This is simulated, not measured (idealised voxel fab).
Process module in this document: voxel capacitor over wiring
The width of the displayed cross-section, cut, is 150 nm; its cells are square, with a size of 5 nm.
If you're reading a cross-section in this doc, picture square cells in a grid; it comes to you as bands, top ones listed first down to the bottom, and a band can be one or more rows of cells.
Quick guide to a band line: top height, bottom height (nm) up front; then every material left to right with its width in nm. Only one material and it's marked "everywhere"? Then it fills the band edge to edge. And "air" just means empty space.
Beneath 0, the wafer as received is one material, and that level is where height counting begins. The lowest band goes on downward without a bottom; it is written like "0 -> down".
Note: "30..40" means the width goes from the first number (top row of the band) to the second number (bottom row) in equal steps per row of cells.
The cross-section has no changed cell in any step marked "no change occurred".
Enclosed voids (no open way to top), threshold 8 cells or more, entry "Internal closed voids", notation width x height at distance, distance from left edge, nm.
Whatever follows a step's settings on its line is a remark the simulator itself makes about that step.
overlay nm: for a step with a mask, the amount by which the mask lay right of where it was planned; a negative amount means left of it.
## List of planned process steps
1: RECEIVE,material Si
2: CONFORMAL_DEP,material SiO2,thk nm 10
3: DIRECTIONAL_DEP,material TiN,thk nm 5
4: DIRECTIONAL_DEP,material W,thk nm 15
5: MASKED_ETCH,tone cover,mask id METAL_1,width nm 20,pitch nm 90,etch materials W,depth nm 15,overlay nm 0
6: MASKED_ETCH,tone cover,mask id METAL_1,width nm 30,pitch nm 90,etch materials TiN,depth nm 5,overlay nm 0
7: CONFORMAL_DEP,material SiCN,thk nm 5
8: FILL_DEP,material lowk,thk nm 5
9: CMP,height nm 30
10: CONFORMAL_DEP,material SiCN,thk nm 5
11: DIRECTIONAL_DEP,material lowk,thk nm 15
12: MASKED_ETCH,tone open,mask id PLUG_1,width nm 15,etch materials lowk,depth nm 15,overlay nm 0
13: MASKED_ETCH,tone open,mask id PLUG_1,width nm 15,etch materials SiCN,depth nm 5,overlay nm 0
14: EPI,material Ru,thk nm 10
15: EPI,material Ru,thk nm 10
16: DIRECTIONAL_DEP,material TiN,thk nm 10
17: DIRECTIONAL_DEP,material SiN,thk nm 5
18: DIRECTIONAL_DEP,material TiN,thk nm 10
19: DIRECTIONAL_DEP,material aC,thk nm 15
20: PATTERN,tone cover,mask id UPPER_PLATE,material resist,width nm 65,thk nm 35,overlay nm 0
21: DIRECTIONAL_ETCH,etch materials aC,depth nm 15
22: STRIP,etch materials resist
23: DIRECTIONAL_ETCH,etch materials TiN,depth nm 10
24: DIRECTIONAL_ETCH,etch materials SiN,depth nm 5
25: STRIP,etch materials aC
26: DIRECTIONAL_DEP,material aC,thk nm 15
27: PATTERN,tone cover,mask id LOWER_PLATE,material resist,width nm 75,thk nm 35,overlay nm 0
28: DIRECTIONAL_ETCH,etch materials aC,depth nm 15
29: STRIP,etch materials resist
30: DIRECTIONAL_ETCH,etch materials TiN,depth nm 10
31: STRIP,etch materials aC
32: FILL_DEP,material SiO2,thk nm 15
33: CMP,height nm 85
34: PATTERN,tone open,mask id PLUG_2,material resist,width nm 15,thk nm 20,overlay nm 0
35: DIRECTIONAL_ETCH,etch materials SiO2,depth nm 10
36: STRIP,etch materials resist
37: CONFORMAL_DEP,material TiN,thk nm 5
38: FILL_DEP,material Cu,thk nm 10
39: CMP,height nm 85
40: CONFORMAL_DEP,material SiCN,thk nm 5
The plan's step 5 width nm is the first wafer's value; the wafers differ in this setting and start identical.
## first wafer as received, after step 1
0 -> down: Si everywhere
Internal closed voids: none
## Wafer cross-section (first of several) - module end, post step 40 (last step)
90 -> 85: SiCN everywhere
85 -> 80: 40 of SiO2 | 5 of TiN | 5 of Cu | 5 of TiN | 95 of SiO2
80 -> 75: 40 of SiO2 | 15 of TiN | 95 of SiO2
75 -> 65: 30 of SiO2 | 65 of TiN | 55 of SiO2
65 -> 60: 30 of SiO2 | 65 of SiN | 55 of SiO2
60 -> 50: 25 of SiO2 | 75 of TiN | 50 of SiO2
50 -> 35: 30 of lowk | 15 of Ru | 105 of lowk
35 -> 30: 30 of SiCN | 15 of Ru | 105 of SiCN
30 -> 20: 15 of lowk | 5 of SiCN | 20 of W | 5 of SiCN | 60 of lowk | 5 of SiCN | 20 of W | 5 of SiCN | 15 of lowk
20 -> 15: 10 of lowk | 10 of SiCN | 20 of W | 10 of SiCN | 50 of lowk | 10 of SiCN | 20 of W | 10 of SiCN | 10 of lowk
15 -> 10: 15 of SiCN | 30 of TiN | 60 of SiCN | 30 of TiN | 15 of SiCN
10 -> 0: SiO2 everywhere
0 -> down: Si everywhere
Internal closed voids: none
## X-section, last wafer, module end
90 -> 85: SiCN everywhere
85 -> 80: 40 of SiO2 | 5 of TiN | 5 of Cu | 5 of TiN | 95 of SiO2
80 -> 75: 40 of SiO2 | 15 of TiN | 95 of SiO2
75 -> 65: 30 of SiO2 | 65 of TiN | 55 of SiO2
65 -> 60: 30 of SiO2 | 65 of SiN | 55 of SiO2
60 -> 50: 25 of SiO2 | 75 of TiN | 50 of SiO2
50 -> 35: 30 of lowk | 15 of Ru | 105 of lowk
35 -> 30: 30 of SiCN | 15 of Ru | 105 of SiCN
30 -> 15: 10 of lowk | 5 of SiCN | 30 of W | 5 of SiCN | 50 of lowk | 5 of SiCN | 30 of W | 5 of SiCN | 10 of lowk
15 -> 10: 15 of SiCN | 30 of TiN | 60 of SiCN | 30 of TiN | 15 of SiCN
10 -> 0: SiO2 everywhere
0 -> down: Si everywhere
Internal closed voids: none
## Row per wafer, end-of-module: cell gain (+)/loss (-) by material since the wafer came in, then closed voids
width nm 20; +1 Cu; +12 Ru; +91 SiCN; +13 SiN; +195 SiO2; +73 TiN; +24 W; +131 lowk; Internal closed voids: none
width nm 25; +1 Cu; +12 Ru; +89 SiCN; +13 SiN; +195 SiO2; +73 TiN; +30 W; +127 lowk; Internal closed voids: none
width nm 30; +1 Cu; +12 Ru; +87 SiCN; +13 SiN; +195 SiO2; +73 TiN; +36 W; +123 lowk; Internal closed voids: none
